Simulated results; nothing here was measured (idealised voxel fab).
The document below concerns the process module designated voxel transistor to metal.
This is section cut - it's 275 nm across, gridded in 5 nm square cells.
For the purposes of this document, a cross-section shall be understood as a grid of square cells, specified as bands listed in top-to-bottom order, each band consisting of one or more rows of cells. Basically the band line says how high the top is and how high the bottom is, in nm, and then what's in it from left to right, every material with its width in nm. Empty space shows up as "blank", and if a single material carries "everywhere" it runs the full band edge to edge. Beneath 0, the wafer as received is one material, and that level is where height counting begins. The lowest band goes on downward without a bottom; it is written like "0 down". Note: "30..40" means the width goes from the first number (top row of the band) to the second number (bottom row) in equal steps per row of cells. Step marked "nothing different"? Then no cell in the cross-section changed in it. Listed in "Internal closed voids": every empty space of 8 or more cells without an open way to the top. Form: width x height at distance, the distance being from the left edge, all in nm. If you see something after the settings on a step's line, that's the simulator's own remark about that step. "overlay nm" answers the question of how far to the right of plan the mask lay on a step that has a mask, and when it is negative the answer is to the left.
# The following list gives the planned process steps
1) RECEIVE: material Si
2) OXIDIZE: depth nm 5
3) CONFORMAL_DEP: material SiN, thk nm 15
4) MASKED_ETCH: tone cover, mask id ACTIVE, width nm 105, pitch nm 125, etch materials SiN, depth nm 15, overlay nm 0
5) MASKED_ETCH: tone cover, mask id ACTIVE, width nm 105, pitch nm 125, etch materials SiO2, depth nm 5, overlay nm 0
6) MASKED_ETCH: tone cover, mask id ACTIVE, width nm 105, pitch nm 125, etch materials Si, depth nm 20, overlay nm 0
7) FILL_DEP: material SiO2, thk nm 10
8) CMP: height nm 15
9) SELECTIVE_ETCH: etch materials SiO2, depth nm 5
10) STRIP: etch materials SiN
11) SELECTIVE_ETCH: etch materials SiO2, depth nm 5
12) OXIDIZE: depth nm 5
13) DIRECTIONAL_DEP: material polySi, thk nm 20
14) DIRECTIONAL_DEP: material SiCN, thk nm 15
15) DIRECTIONAL_DEP: material aC, thk nm 10
16) PATTERN: tone cover, mask id GATE, material resist, width nm 25, pitch nm 125, thk nm 30, overlay nm 0
17) DIRECTIONAL_ETCH: etch materials aC, depth nm 10
18) STRIP: etch materials resist
19) DIRECTIONAL_ETCH: etch materials SiCN, depth nm 25
20) DIRECTIONAL_ETCH: etch materials polySi, depth nm 30
21) STRIP: etch materials aC
22) CONFORMAL_DEP: material SiN, thk nm 10
23) DIRECTIONAL_ETCH: etch materials SiN, depth nm 10
24) DIRECTIONAL_ETCH: etch materials SiO2, depth nm 5
25) DIRECTIONAL_ETCH: etch materials Si, depth nm 10
26) EPI: material nSi, thk nm 10
27) FILL_DEP: material SiO2, thk nm 5
28) CMP: height nm 15
29) STRIP: etch materials polySi
30) SELECTIVE_ETCH: etch materials SiO2, depth nm 5
31) CONFORMAL_DEP: material HfO2, thk nm 5
32) CONFORMAL_DEP: material TiN, thk nm 5
33) FILL_DEP: material W, thk nm 5
34) CMP: height nm 10
35) DIRECTIONAL_DEP: material SiO2, thk nm 15
36) DIRECTIONAL_DEP: material aC, thk nm 15
37) PATTERN: tone open, mask id CONTACT, material resist, width nm 20, thk nm 30, overlay nm 0
38) DIRECTIONAL_ETCH: etch materials aC, depth nm 15
39) STRIP: etch materials resist
40) DIRECTIONAL_ETCH: etch materials SiO2, depth nm 35
41) STRIP: etch materials aC
42) CONFORMAL_DEP: material TiN, thk nm 5
43) FILL_DEP: material W, thk nm 10
44) CMP: height nm 25
45) DIRECTIONAL_DEP: material TiN, thk nm 5
46) DIRECTIONAL_DEP: material Ru, thk nm 15
47) PATTERN: tone cover, mask id METAL_1, material resist, width nm 20, thk nm 15, overlay nm 0
48) DIRECTIONAL_ETCH: etch materials Ru, depth nm 15
49) DIRECTIONAL_ETCH: etch materials TiN, depth nm 5
50) STRIP: etch materials resist
51) FILL_DEP: material SiO2, thk nm 5
52) CMP: height nm 45
53) CONFORMAL_DEP: material SiCN, thk nm 5
# Cross-section, incoming material, after step 1
	0 down  Si everywhere
	Internal closed voids: none
# Cross-section at module end, one run error; start and plan unchanged from above
	50 to 45  SiCN everywhere
	45 to 30  25 nm SiO2; 20 nm Ru; 55 nm SiO2; 20 nm Ru; 30 nm SiO2; 20 nm Ru; 55 nm SiO2; 20 nm Ru; 30 nm SiO2
	30 to 25  25 nm SiO2; 20 nm TiN; 55 nm SiO2; 20 nm TiN; 30 nm SiO2; 20 nm TiN; 55 nm SiO2; 20 nm TiN; 30 nm SiO2
	25 to 20  W everywhere
	20 to 15  30 nm TiN; 10 nm W; 65 nm TiN; 10 nm W; 40 nm TiN; 10 nm W; 65 nm TiN; 10 nm W; 35 nm TiN
	15 to 10  25 nm SiO2; 5 nm TiN; 10 nm W; 5 nm TiN; 55 nm SiO2; 5 nm TiN; 10 nm W; 5 nm TiN; 30 nm SiO2; 5 nm TiN; 10 nm W; 5 nm TiN; 55 nm SiO2; 5 nm TiN; 10 nm W; 5 nm TiN; 30 nm SiO2
	10 to 5  25 nm SiO2; 5 nm TiN; 10 nm W; 5 nm TiN; 5 nm SiO2; 10 nm SiN; 5 nm HfO2; 5 nm TiN; 5 nm W; 5 nm TiN; 5 nm HfO2; 10 nm SiN; 5 nm SiO2; 5 nm TiN; 10 nm W; 5 nm TiN; 30 nm SiO2; 5 nm TiN; 10 nm W; 5 nm TiN; 5 nm SiO2; 10 nm SiN; 5 nm HfO2; 5 nm TiN; 5 nm W; 5 nm TiN; 5 nm HfO2; 10 nm SiN; 5 nm SiO2; 5 nm TiN; 10 nm W; 5 nm TiN; 30 nm SiO2
	5 to 0  15 nm SiO2; 10 nm SiN; 20 nm TiN; 5 nm SiO2; 10 nm SiN; 5 nm HfO2; 5 nm TiN; 5 nm W; 5 nm TiN; 5 nm HfO2; 10 nm SiN; 5 nm SiO2; 20 nm TiN; 10 nm SiN; 10 nm SiO2; 10 nm SiN; 20 nm TiN; 5 nm SiO2; 10 nm SiN; 5 nm HfO2; 5 nm TiN; 5 nm W; 5 nm TiN; 5 nm HfO2; 10 nm SiN; 5 nm SiO2; 20 nm TiN; 10 nm SiN; 20 nm SiO2
	0 to -5  15 nm SiO2; 10 nm SiN; 10 nm nSi; 5 nm TiN; 10 nm nSi; 10 nm SiN; 5 nm HfO2; 15 nm TiN; 5 nm HfO2; 10 nm SiN; 10 nm nSi; 5 nm TiN; 10 nm nSi; 10 nm SiN; 10 nm SiO2; 10 nm SiN; 10 nm nSi; 5 nm TiN; 10 nm nSi; 10 nm SiN; 5 nm HfO2; 15 nm TiN; 5 nm HfO2; 10 nm SiN; 10 nm nSi; 5 nm TiN; 10 nm nSi; 10 nm SiN; 20 nm SiO2
	-5 to -10  25 nm SiO2; 10 nm nSi; 5 nm TiN; 10 nm nSi; 5 nm SiO2; 35 nm HfO2; 5 nm SiO2; 10 nm nSi; 5 nm TiN; 10 nm nSi; 30 nm SiO2; 10 nm nSi; 5 nm TiN; 10 nm nSi; 5 nm SiO2; 35 nm HfO2; 5 nm SiO2; 10 nm nSi; 5 nm TiN; 10 nm nSi; 30 nm SiO2
	-10 to -20  20 nm SiO2; 5 nm Si; 25 nm nSi; 45 nm Si; 25 nm nSi; 5 nm Si; 20 nm SiO2; 5 nm Si; 25 nm nSi; 45 nm Si; 25 nm nSi; 5 nm Si; 25 nm SiO2
	-20 to -25  20 nm SiO2; 105 nm Si; 20 nm SiO2; 105 nm Si; 25 nm SiO2
	-25 down  Si everywhere
	Internal closed voids: none
Want to know what went wrong? for step 35, the planned setting was not used; the step was instead run as DIRECTIONAL_DEP: material SiO2, thk nm 5
